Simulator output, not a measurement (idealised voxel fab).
You're looking at the process module voxel quadruple lines.
Each square cell in cross-section cut measures 5 nm, and the section as a whole is 215 nm wide.
In this document a cross-section is written as a grid of square cells. It is given as a series of bands, listed from the top down, and a band is one or more rows of cells.
Within each band entry, the heights of the top and of the bottom of the band appear first, in that order and in nm; the materials of the band then follow from left to right, each with its corresponding width in nm. The designation "everywhere" on a single material indicates that it fills the band from edge to edge; the designation "blank" indicates empty space.
Beneath 0, the wafer as received is one material, and that level is where height counting begins. The lowest band goes on downward without a bottom; it is written like "0 nm and below".
Note: "30 to 40" means the width goes from the first number (top row of the band) to the second number (bottom row) in equal steps per row of cells.
It should be understood that the words "remains unaltered", when stated for a given step, signify that the cross-section underwent no change in any of its cells during that step.
"Encapsulated voids" specifies each empty space that is not open to the top and that occupies no fewer than 8 cells, using the form width x height at distance, the distance measured from the left edge and all three quantities in nm.
after a step's settings: what the simulator itself notes on the step
"overlay nm" on a masked step: distance the mask lay right of its planned place, negative for left.

BELOW IS THE LIST OF PLANNED PROCESS STEPS
1) RECEIVE | material Si
2) CONFORMAL_DEP | material Al2O3 | thk nm 5
3) DIRECTIONAL_DEP | material TiN | thk nm 15
4) DIRECTIONAL_DEP | material polySi | thk nm 15
5) DIRECTIONAL_DEP | material aC | thk nm 20
6) PATTERN | tone cover | mask id MANDREL | material resist | width nm 20 | thk nm 30 | overlay nm 0
7) DIRECTIONAL_ETCH | etch materials aC | depth nm 20
8) STRIP | etch materials resist
9) CONFORMAL_DEP | material SiO2 | thk nm 10
10) DIRECTIONAL_ETCH | etch materials SiO2 | depth nm 10
11) STRIP | etch materials aC
12) DIRECTIONAL_ETCH | etch materials polySi | depth nm 15
13) STRIP | etch materials SiO2
14) CONFORMAL_DEP | material SiCN | thk nm 5
15) DIRECTIONAL_ETCH | etch materials SiCN | depth nm 5
16) STRIP | etch materials polySi
17) DIRECTIONAL_ETCH | etch materials TiN | depth nm 15
18) STRIP | etch materials SiCN

SO, THE FIRST OF OUR TWO WAFERS, RUN JUST AS WE PLANNED IT

WAFER CROSS-SECTION ON RECEIPT, I.E. AFTER STEP 1
  0 nm and below | Si everywhere
  Encapsulated voids: none

CROSS-SECTION THROUGH THE WAFER, STEP 2 FINISHED
  5 nm to 0 nm | Al2O3 everywhere
  Note: structure below 0 unchanged.

CROSS-SECTION THROUGH THE WAFER, STEP 3 FINISHED
  20 nm to 5 nm | TiN everywhere
  Note: structure below 5 unchanged.

CROSS-SECTION THROUGH THE WAFER, STEP 4 FINISHED
  35 nm to 20 nm | polySi everywhere
  Note: structure below 20 unchanged.

CROSS-SECTION THROUGH THE WAFER, STEP 5 FINISHED
  55 nm to 35 nm | aC everywhere
  Note: structure below 35 unchanged.

CROSS-SECTION THROUGH THE WAFER, STEP 6 FINISHED
  85 nm to 55 nm | blank 95 | resist 20 | blank 100
  Note: structure below 55 unchanged.

CROSS-SECTION THROUGH THE WAFER, STEP 7 FINISHED
  65 nm to 55 nm | blank 95 | resist 20 | blank 100
  55 nm to 35 nm | blank 95 | aC 20 | blank 100
  Note: structure below 35 unchanged.

CROSS-SECTION THROUGH THE WAFER, STEP 8 FINISHED
  55 nm to 35 nm | blank 95 | aC 20 | blank 100
  Note: structure below 35 unchanged.

CROSS-SECTION THROUGH THE WAFER, STEP 9 FINISHED
  65 nm to 55 nm | blank 85 | SiO2 40 | blank 90
  55 nm to 45 nm | blank 85 | SiO2 10 | aC 20 | SiO2 10 | blank 90
  45 nm to 35 nm | SiO2 95 | aC 20 | SiO2 100
  Note: structure below 35 unchanged.

CROSS-SECTION THROUGH THE WAFER, STEP 10 FINISHED
  55 nm to 35 nm | blank 85 | SiO2 10 | aC 20 | SiO2 10 | blank 90
  Note: structure below 35 unchanged.

CROSS-SECTION THROUGH THE WAFER, STEP 11 FINISHED
  55 nm to 35 nm | blank 85 | SiO2 10 | blank 20 | SiO2 10 | blank 90
  Note: structure below 35 unchanged.

CROSS-SECTION THROUGH THE WAFER, STEP 12 FINISHED
  55 nm to 35 nm | blank 85 | SiO2 10 | blank 20 | SiO2 10 | blank 90
  35 nm to 20 nm | blank 85 | polySi 10 | blank 20 | polySi 10 | blank 90
  Note: structure below 20 unchanged.

CROSS-SECTION THROUGH THE WAFER, STEP 13 FINISHED
  35 nm to 20 nm | blank 85 | polySi 10 | blank 20 | polySi 10 | blank 90
  Note: structure below 20 unchanged.

CROSS-SECTION THROUGH THE WAFER, STEP 14 FINISHED
  40 nm to 35 nm | blank 80 | SiCN 20 | blank 10 | SiCN 20 | blank 85
  35 nm to 25 nm | blank 80 | SiCN 5 | polySi 10 | SiCN 5 | blank 10 | SiCN 5 | polySi 10 | SiCN 5 | blank 85
  25 nm to 20 nm | SiCN 85 | polySi 10 | SiCN 20 | polySi 10 | SiCN 90
  Note: structure below 20 unchanged.

CROSS-SECTION THROUGH THE WAFER, STEP 15 FINISHED
  35 nm to 20 nm | blank 80 | SiCN 5 | polySi 10 | SiCN 5 | blank 10 | SiCN 5 | polySi 10 | SiCN 5 | blank 85
  Note: structure below 20 unchanged.

CROSS-SECTION THROUGH THE WAFER, STEP 16 FINISHED
  35 nm to 20 nm | blank 80 | SiCN 5 | blank 10 | SiCN 5 | blank 10 | SiCN 5 | blank 10 | SiCN 5 | blank 85
  Note: structure below 20 unchanged.

CROSS-SECTION THROUGH THE WAFER, STEP 17 FINISHED
  35 nm to 20 nm | blank 80 | SiCN 5 | blank 10 | SiCN 5 | blank 10 | SiCN 5 | blank 10 | SiCN 5 | blank 85
  20 nm to 5 nm | blank 80 | TiN 5 | blank 10 | TiN 5 | blank 10 | TiN 5 | blank 10 | TiN 5 | blank 85
  Note: structure below 5 unchanged.

CROSS-SECTION THROUGH THE WAFER, STEP 18 FINISHED
  20 nm to 5 nm | blank 80 | TiN 5 | blank 10 | TiN 5 | blank 10 | TiN 5 | blank 10 | TiN 5 | blank 85
  Note: structure below 5 unchanged.

NOTES, SECOND WAFER: START = FIRST WAFER'S, PLAN = FIRST WAFER'S, EXECUTION HAD ONE MISTAKE; HISTORY IDENTICAL TO FIRST THROUGH STEP 1

Second wafer shown in cross-section at the time step 2 was slated to end: remains unaltered

SECOND WAFER SHOWN IN CROSS-SECTION AT THE TIME STEP 3 WAS SLATED TO END
  15 nm to 0 nm | TiN everywhere
  Note: structure below 0 unchanged.

SECOND WAFER SHOWN IN CROSS-SECTION AT THE TIME STEP 4 WAS SLATED TO END
  30 nm to 15 nm | polySi everywhere
  Note: structure below 15 unchanged.

SECOND WAFER SHOWN IN CROSS-SECTION AT THE TIME STEP 5 WAS SLATED TO END
  50 nm to 30 nm | aC everywhere
  Note: structure below 30 unchanged.

SECOND WAFER SHOWN IN CROSS-SECTION AT THE TIME STEP 6 WAS SLATED TO END
  80 nm to 50 nm | blank 95 | resist 20 | blank 100
  Note: structure below 50 unchanged.

SECOND WAFER SHOWN IN CROSS-SECTION AT THE TIME STEP 7 WAS SLATED TO END
  60 nm to 50 nm | blank 95 | resist 20 | blank 100
  50 nm to 30 nm | blank 95 | aC 20 | blank 100
  Note: structure below 30 unchanged.

SECOND WAFER SHOWN IN CROSS-SECTION AT THE TIME STEP 8 WAS SLATED TO END
  50 nm to 30 nm | blank 95 | aC 20 | blank 100
  Note: structure below 30 unchanged.

SECOND WAFER SHOWN IN CROSS-SECTION AT THE TIME STEP 9 WAS SLATED TO END
  60 nm to 50 nm | blank 85 | SiO2 40 | blank 90
  50 nm to 40 nm | blank 85 | SiO2 10 | aC 20 | SiO2 10 | blank 90
  40 nm to 30 nm | SiO2 95 | aC 20 | SiO2 100
  Note: structure below 30 unchanged.

SECOND WAFER SHOWN IN CROSS-SECTION AT THE TIME STEP 10 WAS SLATED TO END
  50 nm to 30 nm | blank 85 | SiO2 10 | aC 20 | SiO2 10 | blank 90
  Note: structure below 30 unchanged.

SECOND WAFER SHOWN IN CROSS-SECTION AT THE TIME STEP 11 WAS SLATED TO END
  50 nm to 30 nm | blank 85 | SiO2 10 | blank 20 | SiO2 10 | blank 90
  Note: structure below 30 unchanged.

SECOND WAFER SHOWN IN CROSS-SECTION AT THE TIME STEP 12 WAS SLATED TO END
  50 nm to 30 nm | blank 85 | SiO2 10 | blank 20 | SiO2 10 | blank 90
  30 nm to 15 nm | blank 85 | polySi 10 | blank 20 | polySi 10 | blank 90
  Note: structure below 15 unchanged.

SECOND WAFER SHOWN IN CROSS-SECTION AT THE TIME STEP 13 WAS SLATED TO END
  30 nm to 15 nm | blank 85 | polySi 10 | blank 20 | polySi 10 | blank 90
  Note: structure below 15 unchanged.

SECOND WAFER SHOWN IN CROSS-SECTION AT THE TIME STEP 14 WAS SLATED TO END
  35 nm to 30 nm | blank 80 | SiCN 20 | blank 10 | SiCN 20 | blank 85
  30 nm to 20 nm | blank 80 | SiCN 5 | polySi 10 | SiCN 5 | blank 10 | SiCN 5 | polySi 10 | SiCN 5 | blank 85
  20 nm to 15 nm | SiCN 85 | polySi 10 | SiCN 20 | polySi 10 | SiCN 90
  Note: structure below 15 unchanged.

SECOND WAFER SHOWN IN CROSS-SECTION AT THE TIME STEP 15 WAS SLATED TO END
  30 nm to 15 nm | blank 80 | SiCN 5 | polySi 10 | SiCN 5 | blank 10 | SiCN 5 | polySi 10 | SiCN 5 | blank 85
  Note: structure below 15 unchanged.

SECOND WAFER SHOWN IN CROSS-SECTION AT THE TIME STEP 16 WAS SLATED TO END
  30 nm to 15 nm | blank 80 | SiCN 5 | blank 10 | SiCN 5 | blank 10 | SiCN 5 | blank 10 | SiCN 5 | blank 85
  Note: structure below 15 unchanged.

SECOND WAFER SHOWN IN CROSS-SECTION AT THE TIME STEP 17 WAS SLATED TO END
  30 nm to 15 nm | blank 80 | SiCN 5 | blank 10 | SiCN 5 | blank 10 | SiCN 5 | blank 10 | SiCN 5 | blank 85
  15 nm to 0 nm | blank 80 | TiN 5 | blank 10 | TiN 5 | blank 10 | TiN 5 | blank 10 | TiN 5 | blank 85
  Note: structure below 0 unchanged.

SECOND WAFER SHOWN IN CROSS-SECTION AT THE TIME STEP 18 WAS SLATED TO END
  15 nm to 0 nm | blank 80 | TiN 5 | blank 10 | TiN 5 | blank 10 | TiN 5 | blank 10 | TiN 5 | blank 85
  Note: structure below 0 unchanged.
Where did the run depart from the plan? step 2 of the plan was bypassed and not carried out
At the finish, the second wafer shows more or fewer cells for some materials than the first does: Al2O3 -43
